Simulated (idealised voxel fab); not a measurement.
process module | voxel capacitor over wiring
cross-section cut | 175 nm wide | cells 5 nm
A cross-section is a grid of square cells, given in bands from the top down. A band is one or more rows of cells.
Each band's line starts with the height of the band's top and of its bottom, in nm. Then come its materials from left to right, each with its width in nm. One material with "throughout" fills the band from edge to edge. "air" is empty space.
Height 0 is the level under which the wafer as received is all one material. The lowest band goes on downwards, as in "0 down".
A width such as "30 to 40" changes by the same amount from each row of cells to the next, from the band's top row to its bottom row.
"no change" after a step means that no cell of the cross-section changed.
closed voids: empty space of 8 cells or more with no open way to the top, each as width x height at its distance from the left edge, in nm
after a step's settings: what the simulator itself notes on the step
overlay nm, on a step with a mask: how far to the right of its planned place the mask lay; to the left if negative
plan
1 op RECEIVE | material Si
2 op CONFORMAL_DEP | material SiO2 | thk nm 10
3 op DIRECTIONAL_DEP | material TiN | thk nm 5
4 op DIRECTIONAL_DEP | material Ru | thk nm 20
5 op DIRECTIONAL_DEP | material aC | thk nm 15
6 op PATTERN | tone cover | mask id METAL_1 | material resist | width nm 25 | pitch nm 75 | thk nm 30 | overlay nm 0
7 op DIRECTIONAL_ETCH | etch materials aC | depth nm 15
8 op STRIP | etch materials resist
9 op DIRECTIONAL_ETCH | etch materials Ru | depth nm 20
10 op DIRECTIONAL_ETCH | etch materials TiN | depth nm 5
11 op STRIP | etch materials aC
12 op FILL_DEP | material lowk | thk nm 10
13 op CMP | height nm 35
14 op CONFORMAL_DEP | material SiCN | thk nm 5
15 op DIRECTIONAL_DEP | material SiO2 | thk nm 20
16 op DIRECTIONAL_DEP | material aC | thk nm 10
17 op PATTERN | tone open | mask id PLUG_1 | material resist | width nm 15 | thk nm 25 | overlay nm 0
18 op DIRECTIONAL_ETCH | etch materials aC | depth nm 10
19 op STRIP | etch materials resist
20 op DIRECTIONAL_ETCH | etch materials SiO2 | depth nm 20
21 op DIRECTIONAL_ETCH | etch materials SiCN | depth nm 5
22 op STRIP | etch materials aC
23 op EPI | material Ru | thk nm 10
24 op EPI | material Ru | thk nm 10
25 op EPI | material Ru | thk nm 5
26 op DIRECTIONAL_DEP | material TiN | thk nm 10
27 op DIRECTIONAL_DEP | material SiN | thk nm 5
28 op DIRECTIONAL_DEP | material TiN | thk nm 5
29 op PATTERN | tone cover | mask id UPPER_PLATE | material resist | width nm 55 | thk nm 15 | overlay nm 0
30 op DIRECTIONAL_ETCH | etch materials TiN | depth nm 5
31 op DIRECTIONAL_ETCH | etch materials SiN | depth nm 5
32 op STRIP | etch materials resist
33 op MASKED_ETCH | tone cover | mask id LOWER_PLATE | width nm 65 | etch materials TiN | depth nm 10 | overlay nm 0
34 op FILL_DEP | material SiO2 | thk nm 20
35 op CMP | height nm 95
36 op DIRECTIONAL_DEP | material aC | thk nm 10
37 op PATTERN | tone open | mask id PLUG_2 | material resist | width nm 15 | thk nm 30 | overlay nm 0
38 op DIRECTIONAL_ETCH | etch materials aC | depth nm 10
39 op STRIP | etch materials resist
40 op DIRECTIONAL_ETCH | etch materials SiO2 | depth nm 15
41 op STRIP | etch materials aC
42 op CONFORMAL_DEP | material TiN | thk nm 5
43 op FILL_DEP | material Cu | thk nm 5
44 op CMP | height nm 95
45 op CONFORMAL_DEP | material SiN | thk nm 5
as received, after step 1
  0 down: Si throughout
  closed voids: none
first wafer at the end, as planned
  100 to 95: SiN throughout
  95 to 85: SiO2 55 | TiN 5 | Cu 5 | TiN 5 | SiO2 105
  85 to 75: SiO2 55 to 45 | TiN 15 to 55 | SiO2 105 to 75
  75 to 70: SiO2 45 | SiN 55 | SiO2 75
  70 to 60: SiO2 40 | TiN 65 | SiO2 70
  60 to 40: SiO2 45 | Ru 15 | SiO2 115
  40 to 35: SiCN 45 | Ru 15 | SiCN 115
  35 to 15: lowk 35 | Ru 25 | lowk 50 | Ru 25 | lowk 40
  15 to 10: lowk 35 | TiN 25 | lowk 50 | TiN 25 | lowk 40
  10 to 0: SiO2 throughout
  0 down: Si throughout
  closed voids: none
second wafer at the end: like start, like plan, one mistake
  100 to 95: SiN throughout
  95 to 90: SiO2 55 | TiN 5 | SiN 40 | SiO2 75
  90 to 80: SiO2 40 | TiN 5 | SiO2 10 | TiN 50 | SiO2 70
  80 to 75: SiO2 45 | TiN 15 | SiO2 115
  75 to 70: SiO2 45 | SiN 15 | SiO2 115
  70 to 60: SiO2 45 | TiN 15 | SiO2 115
  60 to 40: SiO2 throughout
  40 to 35: SiCN throughout
  35 to 15: lowk 35 | Ru 25 | lowk 50 | Ru 25 | lowk 40
  15 to 10: lowk 35 | TiN 25 | lowk 50 | TiN 25 | lowk 40
  10 to 0: SiO2 throughout
  0 down: Si throughout
  closed voids: none
what went wrong: step 15 was run twice
at the end the second wafer has, in cells: 2 fewer of Cu | 15 fewer of Ru | 3 more of SiCN | 26 more of SiO2 | 12 fewer of TiN
